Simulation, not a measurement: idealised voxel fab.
process module | voxel wiring stack
cross-section cut | 170 nm wide | cells 5 nm
A cross-section is a grid of square cells, given in bands from the top down. A band is one or more rows of cells.
Each band's line starts with the height of the band's top and of its bottom, in nm. Then come its materials from left to right, each with its width in nm. One material with "throughout" fills the band from edge to edge. "air" is empty space.
Height 0 is the level under which the wafer as received is all one material. The lowest band goes on downwards, as in "0 down".
A width such as "30 to 40" changes by the same amount from each row of cells to the next, from the band's top row to its bottom row.
"no change" after a step means that no cell of the cross-section changed.
closed voids: empty space of 8 cells or more with no open way to the top, each as width x height at its distance from the left edge, in nm
after a step's settings: what the simulator itself notes on the step
overlay nm, on a step with a mask: how far to the right of its planned place the mask lay; to the left if negative
plan
1 op RECEIVE | material Si
2 op CONFORMAL_DEP | material SiO2 | thk nm 15
3 op DIRECTIONAL_DEP | material TiN | thk nm 5
4 op DIRECTIONAL_DEP | material Ru | thk nm 15
5 op PATTERN | tone cover | mask id METAL_1 | material resist | width nm 25 | pitch nm 40 | thk nm 15 | overlay nm 0
6 op DIRECTIONAL_ETCH | etch materials Ru | depth nm 15
7 op DIRECTIONAL_ETCH | etch materials TiN | depth nm 5
8 op STRIP | etch materials resist
9 op CONFORMAL_DEP | material SiCN | thk nm 5
10 op FILL_DEP | material lowk | thk nm 10
11 op CMP | height nm 35
12 op CONFORMAL_DEP | material SiCN | thk nm 5
13 op DIRECTIONAL_DEP | material lowk | thk nm 10
14 op PATTERN | tone open | mask id PLUG_1 | material resist | width nm 15 | thk nm 20 | overlay nm 0
15 op DIRECTIONAL_ETCH | etch materials lowk | depth nm 10
16 op DIRECTIONAL_ETCH | etch materials SiCN | depth nm 5
17 op STRIP | etch materials resist
18 op CONFORMAL_DEP | material TiN | thk nm 5
19 op FILL_DEP | material W | thk nm 10
20 op CMP | height nm 50
21 op DIRECTIONAL_DEP | material TiN | thk nm 5
22 op DIRECTIONAL_DEP | material Ru | thk nm 25
23 op DIRECTIONAL_DEP | material aC | thk nm 15
24 op PATTERN | tone cover | mask id METAL_2 | material resist | width nm 25 | pitch nm 40 | thk nm 30 | overlay nm 0
25 op DIRECTIONAL_ETCH | etch materials aC | depth nm 15
26 op STRIP | etch materials resist
27 op DIRECTIONAL_ETCH | etch materials Ru | depth nm 25
28 op DIRECTIONAL_ETCH | etch materials TiN | depth nm 5
29 op STRIP | etch materials aC
30 op FILL_DEP | material lowk | thk nm 5
31 op CMP | height nm 80
32 op CONFORMAL_DEP | material SiCN | thk nm 5
33 op DIRECTIONAL_DEP | material SiO2 | thk nm 25
34 op PATTERN | tone open | mask id METAL_3_HOLES | material resist | width nm 15 | thk nm 15 | overlay nm 0
35 op DIRECTIONAL_ETCH | etch materials SiO2 | depth nm 25
36 op STRIP | etch materials resist
37 op PATTERN | tone open | mask id METAL_3 | material resist | width nm 25 | pitch nm 40 | thk nm 15 | overlay nm 0
38 op DIRECTIONAL_ETCH | etch materials SiO2 | depth nm 15
39 op DIRECTIONAL_ETCH | etch materials SiCN | depth nm 5
40 op STRIP | etch materials resist
41 op CONFORMAL_DEP | material TiN | thk nm 5
42 op FILL_DEP | material Cu | thk nm 10
43 op CMP | height nm 110
44 op CONFORMAL_DEP | material SiN | thk nm 5
first wafer, as planned
as received, after step 1
  0 down: Si throughout
  closed voids: none
after step 2
  15 to 0: SiO2 throughout
  below 0: unchanged
after step 3
  20 to 15: TiN throughout
  below 15: unchanged
after step 4
  35 to 20: Ru throughout
  below 20: unchanged
after step 5
  50 to 35: air 50 | resist 25 | air 15 | resist 25 | air 55
  below 35: unchanged
after step 6
  50 to 35: air 50 | resist 25 | air 15 | resist 25 | air 55
  35 to 20: air 50 | Ru 25 | air 15 | Ru 25 | air 55
  below 20: unchanged
after step 7
  50 to 35: air 50 | resist 25 | air 15 | resist 25 | air 55
  35 to 20: air 50 | Ru 25 | air 15 | Ru 25 | air 55
  20 to 15: air 50 | TiN 25 | air 15 | TiN 25 | air 55
  below 15: unchanged
after step 8
  35 to 20: air 50 | Ru 25 | air 15 | Ru 25 | air 55
  below 20: unchanged
after step 9
  40 to 35: air 45 | SiCN 35 | air 5 | SiCN 35 | air 50
  35 to 20: air 45 | SiCN 5 | Ru 25 | SiCN 5 | air 5 | SiCN 5 | Ru 25 | SiCN 5 | air 50
  20 to 15: SiCN 50 | TiN 25 | SiCN 15 | TiN 25 | SiCN 55
  below 15: unchanged
after step 10
  50 to 40: lowk throughout
  40 to 35: lowk 45 | SiCN 35 | lowk 5 | SiCN 35 | lowk 50
  35 to 20: lowk 45 | SiCN 5 | Ru 25 | SiCN 5 | lowk 5 | SiCN 5 | Ru 25 | SiCN 5 | lowk 50
  below 20: unchanged
after step 11
  35 to 20: lowk 45 | SiCN 5 | Ru 25 | SiCN 5 | lowk 5 | SiCN 5 | Ru 25 | SiCN 5 | lowk 50
  below 20: unchanged
after step 12
  40 to 35: SiCN throughout
  below 35: unchanged
after step 13
  50 to 40: lowk throughout
  below 40: unchanged
after step 14
  70 to 50: resist 50 | air 15 | resist 105
  below 50: unchanged
after step 15
  70 to 50: resist 50 | air 15 | resist 105
  50 to 40: lowk 50 | air 15 | lowk 105
  below 40: unchanged
after step 16
  70 to 50: resist 50 | air 15 | resist 105
  50 to 40: lowk 50 | air 15 | lowk 105
  40 to 35: SiCN 50 | air 15 | SiCN 105
  below 35: unchanged
after step 17
  50 to 40: lowk 50 | air 15 | lowk 105
  below 40: unchanged
after step 18
  55 to 50: TiN 55 | air 5 | TiN 110
  50 to 40: lowk 50 | TiN 5 | air 5 | TiN 5 | lowk 105
  40 to 35: SiCN 50 | TiN 15 | SiCN 105
  below 35: unchanged
after step 19
  65 to 55: W throughout
  55 to 50: TiN 55 | W 5 | TiN 110
  50 to 40: lowk 50 | TiN 5 | W 5 | TiN 5 | lowk 105
  below 40: unchanged
after step 20
  50 to 40: lowk 50 | TiN 5 | W 5 | TiN 5 | lowk 105
  below 40: unchanged
after step 21
  55 to 50: TiN throughout
  below 50: unchanged
after step 22
  80 to 55: Ru throughout
  below 55: unchanged
after step 23
  95 to 80: aC throughout
  below 80: unchanged
after step 24
  125 to 95: air 50 | resist 25 | air 15 | resist 25 | air 55
  below 95: unchanged
after step 25
  110 to 95: air 50 | resist 25 | air 15 | resist 25 | air 55
  95 to 80: air 50 | aC 25 | air 15 | aC 25 | air 55
  below 80: unchanged
after step 26
  95 to 80: air 50 | aC 25 | air 15 | aC 25 | air 55
  below 80: unchanged
after step 27
  95 to 80: air 50 | aC 25 | air 15 | aC 25 | air 55
  80 to 55: air 50 | Ru 25 | air 15 | Ru 25 | air 55
  below 55: unchanged
after step 28
  95 to 80: air 50 | aC 25 | air 15 | aC 25 | air 55
  80 to 55: air 50 | Ru 25 | air 15 | Ru 25 | air 55
  55 to 50: air 50 | TiN 25 | air 15 | TiN 25 | air 55
  below 50: unchanged
after step 29
  80 to 55: air 50 | Ru 25 | air 15 | Ru 25 | air 55
  below 55: unchanged
after step 30
  85 to 80: lowk throughout
  80 to 55: lowk 50 | Ru 25 | lowk 15 | Ru 25 | lowk 55
  55 to 50: lowk 50 | TiN 25 | lowk 15 | TiN 25 | lowk 55
  below 50: unchanged
after step 31
  80 to 55: lowk 50 | Ru 25 | lowk 15 | Ru 25 | lowk 55
  below 55: unchanged
after step 32
  85 to 80: SiCN throughout
  below 80: unchanged
after step 33
  110 to 85: SiO2 throughout
  below 85: unchanged
after step 34
  125 to 110: resist 50 | air 15 | resist 105
  below 110: unchanged
after step 35
  125 to 110: resist 50 | air 15 | resist 105
  110 to 85: SiO2 50 | air 15 | SiO2 105
  below 85: unchanged
after step 36
  110 to 85: SiO2 50 | air 15 | SiO2 105
  below 85: unchanged
after step 37
  125 to 110: resist 50 | air 25 | resist 15 | air 25 | resist 55
  below 110: unchanged
after step 38
  125 to 110: resist 50 | air 25 | resist 15 | air 25 | resist 55
  110 to 95: SiO2 50 | air 25 | SiO2 15 | air 25 | SiO2 55
  below 95: unchanged
after step 39
  125 to 110: resist 50 | air 25 | resist 15 | air 25 | resist 55
  110 to 95: SiO2 50 | air 25 | SiO2 15 | air 25 | SiO2 55
  95 to 85: SiO2 50 | air 15 | SiO2 105
  85 to 80: SiCN 50 | air 15 | SiCN 105
  below 80: unchanged
after step 40
  110 to 95: SiO2 50 | air 25 | SiO2 15 | air 25 | SiO2 55
  below 95: unchanged
after step 41
  115 to 110: TiN 55 | air 15 | TiN 25 | air 15 | TiN 60
  110 to 100: SiO2 50 | TiN 5 | air 15 | TiN 5 | SiO2 15 | TiN 5 | air 15 | TiN 5 | SiO2 55
  100 to 95: SiO2 50 | TiN 5 | air 5 | TiN 15 | SiO2 15 | TiN 25 | SiO2 55
  95 to 85: SiO2 50 | TiN 5 | air 5 | TiN 5 | SiO2 105
  85 to 80: SiCN 50 | TiN 15 | SiCN 105
  below 80: unchanged
after step 42
  125 to 115: Cu throughout
  115 to 110: TiN 55 | Cu 15 | TiN 25 | Cu 15 | TiN 60
  110 to 100: SiO2 50 | TiN 5 | Cu 15 | TiN 5 | SiO2 15 | TiN 5 | Cu 15 | TiN 5 | SiO2 55
  100 to 95: SiO2 50 | TiN 5 | Cu 5 | TiN 15 | SiO2 15 | TiN 25 | SiO2 55
  95 to 85: SiO2 50 | TiN 5 | Cu 5 | TiN 5 | SiO2 105
  below 85: unchanged
after step 43
  110 to 100: SiO2 50 | TiN 5 | Cu 15 | TiN 5 | SiO2 15 | TiN 5 | Cu 15 | TiN 5 | SiO2 55
  below 100: unchanged
after step 44
  115 to 110: SiN throughout
  below 110: unchanged
second wafer: like start, like plan, one mistake. Through step 36 it matches the first wafer
when step 37 should have ended
  125 to 110: air 50 | resist 25 | air 15 | resist 25 | air 55
  110 to 85: SiO2 50 | resist 15 | SiO2 105
  below 85: unchanged
when step 38 should have ended
  125 to 110: air 50 | resist 25 | air 15 | resist 25 | air 55
  110 to 95: air 50 | resist 15 | SiO2 10 | air 15 | SiO2 25 | air 55
  below 95: unchanged
when step 39 should have ended: no change
when step 40 should have ended
  110 to 95: air 65 | SiO2 10 | air 15 | SiO2 25 | air 55
  95 to 85: SiO2 50 | air 15 | SiO2 105
  below 85: unchanged
when step 41 should have ended
  115 to 110: air 60 | TiN 20 | air 5 | TiN 35 | air 50
  110 to 100: air 60 | TiN 5 | SiO2 10 | TiN 5 | air 5 | TiN 5 | SiO2 25 | TiN 5 | air 50
  100 to 95: TiN 55 | air 5 | TiN 5 | SiO2 10 | TiN 15 | SiO2 25 | TiN 55
  95 to 90: SiO2 50 | TiN 5 | air 5 | TiN 5 | SiO2 105
  90 to 85: SiO2 50 | TiN 15 | SiO2 105
  below 85: unchanged
when step 42 should have ended
  125 to 115: Cu throughout
  115 to 110: Cu 60 | TiN 20 | Cu 5 | TiN 35 | Cu 50
  110 to 100: Cu 60 | TiN 5 | SiO2 10 | TiN 5 | Cu 5 | TiN 5 | SiO2 25 | TiN 5 | Cu 50
  100 to 95: TiN 55 | Cu 5 | TiN 5 | SiO2 10 | TiN 15 | SiO2 25 | TiN 55
  95 to 90: SiO2 50 | TiN 5 | Cu 5 | TiN 5 | SiO2 105
  below 90: unchanged
when step 43 should have ended
  110 to 100: Cu 60 | TiN 5 | SiO2 10 | TiN 5 | Cu 5 | TiN 5 | SiO2 25 | TiN 5 | Cu 50
  below 100: unchanged
when step 44 should have ended
  115 to 110: SiN throughout
  below 110: unchanged
what went wrong: step 37 ran as: op PATTERN | tone cover | mask id METAL_3 | material resist | width nm 25 | pitch nm 40 | thk nm 15 | overlay nm 0
at the end the second wafer has, in cells: 33 more of Cu | 3 more of SiCN | 51 fewer of SiO2 | 15 more of TiN
